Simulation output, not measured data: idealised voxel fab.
process module | voxel capacitor over wiring
cross-section cut | 275 nm wide | cells 5 nm
A cross-section is a grid of square cells, given in bands from the top down. A band is one or more rows of cells.
Each band's line starts with the height of the band's top and of its bottom, in nm. Then come its materials from left to right, each with its width in nm. One material with "throughout" fills the band from edge to edge. "air" is empty space.
Height 0 is the level under which the wafer as received is all one material. The lowest band goes on downwards, as in "0 down".
A width such as "30 to 40" changes by the same amount from each row of cells to the next, from the band's top row to its bottom row.
"no change" after a step means that no cell of the cross-section changed.
closed voids: empty space of 8 cells or more with no open way to the top, each as width x height at its distance from the left edge, in nm
after a step's settings: what the simulator itself notes on the step
overlay nm, on a step with a mask: how far to the right of its planned place the mask lay; to the left if negative
plan
1 op RECEIVE | material Si
2 op CONFORMAL_DEP | material SiO2 | thk nm 15
3 op CONFORMAL_DEP | material SiN | thk nm 5
4 op DIRECTIONAL_DEP | material SiO2 | thk nm 20
5 op MASKED_ETCH | tone open | mask id METAL_1 | width nm 20 | pitch nm 70 | etch materials SiO2 | depth nm 20 | overlay nm 0
6 op MASKED_ETCH | tone open | mask id METAL_1 | width nm 20 | pitch nm 70 | etch materials SiN | depth nm 5 | overlay nm 0
7 op CONFORMAL_DEP | material TiN | thk nm 5
8 op FILL_DEP | material W | thk nm 5
9 op CMP | height nm 40
10 op CONFORMAL_DEP | material SiCN | thk nm 5
11 op DIRECTIONAL_DEP | material lowk | thk nm 10
12 op PATTERN | tone open | mask id PLUG_1 | material resist | width nm 15 | thk nm 15 | overlay nm 0
13 op DIRECTIONAL_ETCH | etch materials lowk | depth nm 10
14 op DIRECTIONAL_ETCH | etch materials SiCN | depth nm 5
15 op STRIP | etch materials resist
16 op CONFORMAL_DEP | material TiN | thk nm 5
17 op FILL_DEP | material Cu | thk nm 10
18 op CMP | height nm 55
19 op DIRECTIONAL_DEP | material TiN | thk nm 10
20 op DIRECTIONAL_DEP | material SiN | thk nm 5
21 op DIRECTIONAL_DEP | material TiN | thk nm 10
22 op MASKED_ETCH | tone cover | mask id UPPER_PLATE | width nm 55 | etch materials TiN | depth nm 10 | overlay nm 0
23 op MASKED_ETCH | tone cover | mask id UPPER_PLATE | width nm 55 | etch materials SiN | depth nm 5 | overlay nm 0
24 op MASKED_ETCH | tone cover | mask id LOWER_PLATE | width nm 65 | etch materials TiN | depth nm 10 | overlay nm 0
25 op FILL_DEP | material SiO2 | thk nm 15
26 op CMP | height nm 90
27 op MASKED_ETCH | tone open | mask id PLUG_2 | width nm 15 | etch materials SiO2 | depth nm 10 | overlay nm 0
28 op CONFORMAL_DEP | material TiN | thk nm 5
29 op FILL_DEP | material W | thk nm 10
30 op CMP | height nm 90
31 op CONFORMAL_DEP | material SiN | thk nm 5
as received, after step 1
  0 down: Si throughout
  closed voids: none
first wafer at the end, as planned
  95 to 90: SiN throughout
  90 to 85: SiO2 105 | TiN 5 | W 5 | TiN 5 | SiO2 155
  85 to 80: SiO2 105 | TiN 15 | SiO2 155
  80 to 70: SiO2 95 | TiN 55 | SiO2 125
  70 to 65: SiO2 95 | SiN 55 | SiO2 125
  65 to 55: SiO2 90 | TiN 65 | SiO2 120
  55 to 45: lowk 95 | TiN 5 | Cu 5 | TiN 5 | lowk 165
  45 to 40: SiCN 95 | TiN 15 | SiCN 165
  40 to 20: SiO2 90 | TiN 5 | W 10 | TiN 5 | SiO2 50 | TiN 5 | W 10 | TiN 5 | SiO2 95
  20 to 15: SiN 90 | TiN 20 | SiN 50 | TiN 20 | SiN 95
  15 to 0: SiO2 throughout
  0 down: Si throughout
  closed voids: none
second wafer at the end: like start, like plan, one mistake
  95 to 90: SiN throughout
  90 to 85: SiO2 105 | TiN 5 | W 5 | TiN 5 | SiO2 155
  85 to 80: SiO2 105 | TiN 15 | SiO2 155
  80 to 70: SiO2 95 | TiN 55 | SiO2 125
  70 to 65: SiO2 95 | SiN 55 | SiO2 125
  65 to 55: SiO2 90 | TiN 65 | SiO2 120
  55 to 45: lowk 95 | TiN 5 | Cu 5 | TiN 5 | lowk 165
  45 to 40: SiCN 95 | TiN 15 | SiCN 165
  40 to 25: W 85 | TiN 5 | SiO2 20 | TiN 5 | W 40 | TiN 5 | SiO2 20 | TiN 5 | W 90
  25 to 20: TiN 90 | SiO2 20 | TiN 50 | SiO2 20 | TiN 95
  20 to 15: SiN throughout
  15 to 0: SiO2 throughout
  0 down: Si throughout
  closed voids: none
what went wrong: step 5 ran as: op MASKED_ETCH | tone cover | mask id METAL_1 | width nm 20 | pitch nm 70 | etch materials SiO2 | depth nm 20 | overlay nm 0
at the end the second wafer has, in cells: 8 more of SiN | 156 fewer of SiO2 | 35 more of TiN | 113 more of W
